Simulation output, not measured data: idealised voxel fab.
Module name: voxel capacitor over wiring (process module)
The cross-section on display is named cut; it measures 190 nm wide, and its cells are 5 nm squares.
Reading order for cross-sections: top band down to bottom band. Underlying form: a grid of square cells. Band size: one or more rows of cells.
Band entry format. Leading values: height of top, height of bottom, nm. Remainder: materials in left-to-right order, each with its width in nm. Special words: "edge to edge" on a single material, which then fills the band edge to edge; "empty", empty space.
Heights are reckoned from 0. Under this level, the received wafer is all of one material. The bottommost band is open-ended downward, for example "from 0 down".
Per-row width for "30->40": begins at first number (top row of band), ends at second number (bottom row), increment between rows held constant.
Basically "changes: none" means that step didn't change any cell in the cross-section.
The entry titled "Fully sealed voids" provides the empty spaces that have no open way to the top, restricted to those of 8 cells or more. Each is presented as width x height at distance, the distance being measured from the left edge, with all three in nm.
It should be noted that, on the line of a given step, the content following the step's settings is a remark produced by the simulator itself with respect to that step.
"overlay nm" on a masked step: distance the mask lay right of its planned place, negative for left.
Intended process steps
step 1: RECEIVE with material Si
step 2: CONFORMAL_DEP with material SiO2, thk nm 15
step 3: DIRECTIONAL_DEP with material TiN, thk nm 5
step 4: DIRECTIONAL_DEP with material Ru, thk nm 20
step 5: PATTERN with tone cover, mask id METAL_1, material resist, width nm 25, pitch nm 95, thk nm 20, overlay nm 0
step 6: DIRECTIONAL_ETCH with etch materials Ru, depth nm 20
step 7: DIRECTIONAL_ETCH with etch materials TiN, depth nm 5
step 8: STRIP with etch materials resist
step 9: CONFORMAL_DEP with material SiN, thk nm 5
step 10: FILL_DEP with material SiO2, thk nm 5
step 11: CMP with height nm 40
step 12: CONFORMAL_DEP with material SiCN, thk nm 5
step 13: DIRECTIONAL_DEP with material SiO2, thk nm 15
step 14: DIRECTIONAL_DEP with material aC, thk nm 15
step 15: PATTERN with tone open, mask id PLUG_1, material resist, width nm 15, thk nm 30, overlay nm 0
step 16: DIRECTIONAL_ETCH with etch materials aC, depth nm 15
step 17: STRIP with etch materials resist
step 18: DIRECTIONAL_ETCH with etch materials SiO2, depth nm 15
step 19: DIRECTIONAL_ETCH with etch materials SiCN, depth nm 5
step 20: STRIP with etch materials aC
step 21: CONFORMAL_DEP with material TiN, thk nm 5
step 22: FILL_DEP with material W, thk nm 5
step 23: CMP with height nm 60
step 24: DIRECTIONAL_DEP with material TiN, thk nm 10
step 25: DIRECTIONAL_DEP with material HfO2, thk nm 5
step 26: DIRECTIONAL_DEP with material TiN, thk nm 10
step 27: PATTERN with tone cover, mask id UPPER_PLATE, material resist, width nm 75, thk nm 15, overlay nm 0
step 28: DIRECTIONAL_ETCH with etch materials TiN, depth nm 10
step 29: DIRECTIONAL_ETCH with etch materials HfO2, depth nm 5
step 30: STRIP with etch materials resist
step 31: PATTERN with tone cover, mask id LOWER_PLATE, material resist, width nm 85, thk nm 15, overlay nm 0
step 32: DIRECTIONAL_ETCH with etch materials TiN, depth nm 10
step 33: STRIP with etch materials resist
step 34: FILL_DEP with material SiO2, thk nm 20
step 35: CMP with height nm 100
step 36: DIRECTIONAL_DEP with material aC, thk nm 15
step 37: PATTERN with tone open, mask id PLUG_2, material resist, width nm 15, thk nm 30, overlay nm 0
step 38: DIRECTIONAL_ETCH with etch materials aC, depth nm 15
step 39: STRIP with etch materials resist
step 40: DIRECTIONAL_ETCH with etch materials SiO2, depth nm 15
step 41: STRIP with etch materials aC
step 42: CONFORMAL_DEP with material TiN, thk nm 5
step 43: FILL_DEP with material Cu, thk nm 10
step 44: CMP with height nm 100
step 45: CONFORMAL_DEP with material SiCN, thk nm 5
So this is the incoming wafer in cross-section - it's already been through step 1
- from 0 down  Si edge to edge
- Fully sealed voids: none
a wafer at the end: this start, this plan, one mistake
- from 105 to 100  SiCN edge to edge
- from 100 to 90  SiO2=55; TiN=5; Cu=5; TiN=5; SiO2=120
- from 90 to 85  SiO2=55; TiN=15; SiO2=120
- from 85 to 75  SiO2=45; TiN=75; SiO2=70
- from 75 to 70  SiO2=45; HfO2=75; SiO2=70
- from 70 to 60  SiO2=40; TiN=85; SiO2=65
- from 60 to 45  SiO2=45; TiN=5; W=5; TiN=5; SiO2=130
- from 45 to 40  SiCN=45; TiN=15; SiCN=130
- from 40 to 20  SiO2=30; SiN=5; Ru=25; SiN=5; SiO2=60; SiN=5; Ru=25; SiN=5; SiO2=30
- from 20 to 15  SiN=35; TiN=25; SiN=70; TiN=25; SiN=35
- from 15 to 0  SiN edge to edge
- from 0 down  Si edge to edge
- Fully sealed voids: none
Run error: the process deviated at step 2: the operation and settings actually run there were CONFORMAL_DEP with material SiN, thk nm 15
